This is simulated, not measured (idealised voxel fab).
Process module under the name voxel local oxidation
Square cell edge 5 nm, section width 245 nm, ID cut.
Just so we're on the same page, the cross-sections are grids of square cells, and they're listed out in bands top to bottom, each band one or more rows deep.
First you get the band's top height and its bottom height, in nm, and then the materials it's made of, left to right, with each width in nm. If you see a single material with "edge to edge", that one covers the band edge to edge. "air" is empty space.
It should be noted that heights are counted from 0, beneath which the wafer as supplied is of one material throughout, and that the lowest band possesses no lower boundary but continues downward, as written in "z 0 and below".
The width entry "30->40" should be interpreted row by row: the top row of cells in the band takes the first number, the bottom row takes the second number, and the change between adjacent rows is uniform throughout.
"no modification" means the step left every cell of the cross-section as it was.
Any empty space of 8 cells or more lacking an open way to the top shows up in "Fully sealed voids" as width x height at distance, distance from the left edge, in nm.
after a step's settings: what the simulator itself notes on the step
Among the settings permitted on a step's line is "overlay nm"; applied to a step with a mask, it specifies the extent to which the mask lay to the right of its planned position, whereas a negative figure signifies a position to the left.
### These are the steps we planned for the process
| 1 | RECEIVE [material Si] |
| 2 | OXIDIZE [depth nm 5] |
| 3 | CONFORMAL_DEP [material SiN] [thk nm 15] |
| 4 | MASKED_ETCH [tone cover] [mask id ACTIVE] [width nm 125] [etch materials SiN] [depth nm 15] [overlay nm 0] |
| 5 | SELECTIVE_ETCH [etch materials SiO2] [depth nm 5] |
| 6 | OXIDIZE [depth nm 10] |
| 7 | STRIP [etch materials SiN] |
The wafers are alike at the start. At step 5, their depth nm differs. The plan lists the first wafer's value.
### Cross-sectional view of the first of several wafers in the as-received condition, corresponding to the state following step 1
	z 0 and below | Si edge to edge
	Fully sealed voids: none
### Gained (+) or lost (-) cells of each material since receipt, then closed voids: one row per wafer, at the end of the module
depth nm 5, -109 Si, +83 SiO2, Fully sealed voids: none
depth nm 10, -113 Si, +85 SiO2, Fully sealed voids: none
depth nm 15, -117 Si, +87 SiO2, Fully sealed voids: none
depth nm 20, -121 Si, +89 SiO2, Fully sealed voids: none
